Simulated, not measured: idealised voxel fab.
Process module under the name voxel self aligned contacts
Each square cell in cross-section cut measures 5 nm, and the section as a whole is 255 nm wide.
How to read a cross-section here: the picture is a grid of square cells, written as bands going from the top down, and any band can span one or more rows of cells.
Within each band entry, the heights of the top and of the bottom of the band appear first, in that order and in nm; the materials of the band then follow from left to right, each with its corresponding width in nm. The designation "full width" on a single material indicates that it fills the band from edge to edge; the designation "air" indicates empty space.
Heads up on the height convention: 0 is the point under which the incoming wafer is all one material, and the lowest band has no bottom, it just keeps going down, like "from 0 down".
Width "30->40": first value at the band's top row of cells, second value at its bottom row, equal change from row to row.
Key: "no change occurred" - step with no changed cell in the cross-section.
Entry "Trapped void list". Content: empty spaces with no open connection to the top, size 8 cells or greater. Each: width x height at distance. Distance: from left edge. Unit: nm.
The remark found on a step's line after its settings is issued by the simulator itself and pertains to that step.
A step's line can hold "overlay nm"; with a mask on that step, the setting says how far right of the planned place the mask lay, while a negative setting says it lay to the left.

THIS SECTION LISTS THE PROCESS STEPS THAT WERE PLANNED
- 1: RECEIVE, material Si
- 2: CONFORMAL_DEP, material SiO2, thk nm 5
- 3: DIRECTIONAL_DEP, material polySi, thk nm 25
- 4: DIRECTIONAL_DEP, material SiN, thk nm 25
- 5: MASKED_ETCH, tone cover, mask id GATE, width nm 30, pitch nm 70, etch materials SiN, depth nm 25, overlay nm 0
- 6: MASKED_ETCH, tone cover, mask id GATE, width nm 30, pitch nm 70, etch materials polySi, depth nm 25, overlay nm 0
- 7: CONFORMAL_DEP, material SiN, thk nm 10
- 8: DIRECTIONAL_ETCH, etch materials SiN, depth nm 10
- 9: FILL_DEP, material SiO2, thk nm 10
- 10: CMP, height nm 60
- 11: DIRECTIONAL_DEP, material aC, thk nm 15
- 12: PATTERN, tone open, mask id CONTACT, material resist, width nm 50, thk nm 30, overlay nm 0
- 13: DIRECTIONAL_ETCH, etch materials aC, depth nm 15
- 14: STRIP, etch materials resist
- 15: DIRECTIONAL_ETCH, etch materials SiO2, depth nm 60
- 16: STRIP, etch materials aC
- 17: CONFORMAL_DEP, material TiN, thk nm 5
- 18: FILL_DEP, material Ru, thk nm 5
- 19: CMP, height nm 60
- 20: CONFORMAL_DEP, material SiCN, thk nm 5

INCOMING WAFER, CROSS-SECTIONAL VIEW, POST STEP 1
    from 0 down  Si full width
    Trapped void list: none

END-OF-MODULE CROSS-SECTION OF THE FIRST OF TWO WAFERS, PROCESSED AS PLANNED
    from 65 to 60  SiCN full width
    from 60 to 55  SiO2 100 | TiN 20 | Ru 10 | TiN 20 | SiO2 105
    from 55 to 30  SiO2 65 | SiN 50 | TiN 5 | Ru 10 | TiN 5 | SiN 50 | SiO2 70
    from 30 to 5  SiO2 65 | SiN 10 | polySi 30 | SiN 10 | TiN 5 | Ru 10 | TiN 5 | SiN 10 | polySi 30 | SiN 10 | SiO2 70
    from 5 to 0  SiO2 115 | TiN 20 | SiO2 120
    from 0 down  Si full width
    Trapped void list: none

MODULE END: CROSS-SECTION OF WAFER TWO OF TWO. SAME START AND PROCESS PLAN AS THE FIRST WAFER. ONE MISTAKE DURING EXECUTION
    from 65 to 60  SiCN full width
    from 60 to 55  SiO2 100 | TiN 20 | Ru 10 | TiN 20 | SiO2 105
    from 55 to 35  SiO2 65 | SiN 50 | TiN 5 | Ru 10 | TiN 5 | SiN 50 | SiO2 70
    from 35 to 30  SiO2 65 | SiN 50 | TiN 5 | Ru 5 | TiN 10 | SiN 50 | SiO2 70
    from 30 to 5  SiO2 60 | SiN 10 | polySi 35 | SiN 10 | TiN 5 | Ru 5 | TiN 5 | SiN 10 | polySi 35 | SiN 10 | SiO2 70
    from 5 to 0  SiO2 115 | TiN 15 | SiO2 125
    from 0 down  Si full width
    Trapped void list: none
What broke from the plan during processing? step 6 was not run as planned; what actually ran was MASKED_ETCH, tone cover, mask id GATE, width nm 30, pitch nm 70, etch materials polySi, depth nm 25, overlay nm -5
The final cell counts differ between the wafers, with the second having more or fewer of some materials than the first: -6 Ru | -4 SiO2 | +10 polySi
